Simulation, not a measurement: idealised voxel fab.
process module | voxel wiring stack
cross-section cut | 160 nm wide | cells 5 nm
A cross-section is a grid of square cells, given in bands from the top down. A band is one or more rows of cells.
Each band's line starts with the height of the band's top and of its bottom, in nm. Then come its materials from left to right, each with its width in nm. One material with "throughout" fills the band from edge to edge. "air" is empty space.
Height 0 is the level under which the wafer as received is all one material. The lowest band goes on downwards, as in "0 down".
A width such as "30 to 40" changes by the same amount from each row of cells to the next, from the band's top row to its bottom row.
"no change" after a step means that no cell of the cross-section changed.
closed voids: empty space of 8 cells or more with no open way to the top, each as width x height at its distance from the left edge, in nm
after a step's settings: what the simulator itself notes on the step
overlay nm, on a step with a mask: how far to the right of its planned place the mask lay; to the left if negative
plan
1 op RECEIVE | material Si
2 op CONFORMAL_DEP | material SiO2 | thk nm 15
3 op DIRECTIONAL_DEP | material TiN | thk nm 5
4 op DIRECTIONAL_DEP | material W | thk nm 25
5 op PATTERN | tone cover | mask id METAL_1 | material resist | width nm 20 | pitch nm 40 | thk nm 20 | overlay nm 0
6 op DIRECTIONAL_ETCH | etch materials W | depth nm 25
7 op DIRECTIONAL_ETCH | etch materials TiN | depth nm 5
8 op STRIP | etch materials resist
9 op FILL_DEP | material lowk | thk nm 10
10 op CMP | height nm 45
11 op CONFORMAL_DEP | material SiCN | thk nm 5
12 op DIRECTIONAL_DEP | material lowk | thk nm 30
13 op DIRECTIONAL_DEP | material aC | thk nm 15
14 op PATTERN | tone open | mask id METAL_2 | material resist | width nm 15 | pitch nm 40 | thk nm 30 | overlay nm 0
15 op DIRECTIONAL_ETCH | etch materials aC | depth nm 15
16 op STRIP | etch materials resist
17 op DIRECTIONAL_ETCH | etch materials lowk | depth nm 15
18 op STRIP | etch materials aC
19 op MASKED_ETCH | tone open | mask id METAL_2_HOLES | width nm 15 | pitch nm 40 | etch materials lowk | depth nm 15 | overlay nm 0
20 op MASKED_ETCH | tone open | mask id METAL_2_HOLES | width nm 15 | pitch nm 40 | etch materials SiCN | depth nm 5 | overlay nm 0
21 op CONFORMAL_DEP | material TiN | thk nm 5
22 op FILL_DEP | material Cu | thk nm 10
23 op CMP | height nm 80
24 op CONFORMAL_DEP | material SiN | thk nm 5
varied across the wafers: width nm of step 14. The plan shows the first wafer's value. All wafers start alike
first wafer as received, after step 1
  0 down: Si throughout
  closed voids: none
each wafer at the end: cells of each material gained (+) or lost (-) since it was received, then its closed voids
width nm 15 | +8 Cu | +28 SiCN | +32 SiN | +96 SiO2 | +40 TiN | +40 W | +300 lowk | closed voids: none
width nm 20 | +16 Cu | +26 SiCN | +32 SiN | +96 SiO2 | +40 TiN | +40 W | +294 lowk | closed voids: none
width nm 25 | +20 Cu | +26 SiCN | +32 SiN | +96 SiO2 | +42 TiN | +40 W | +288 lowk | closed voids: none
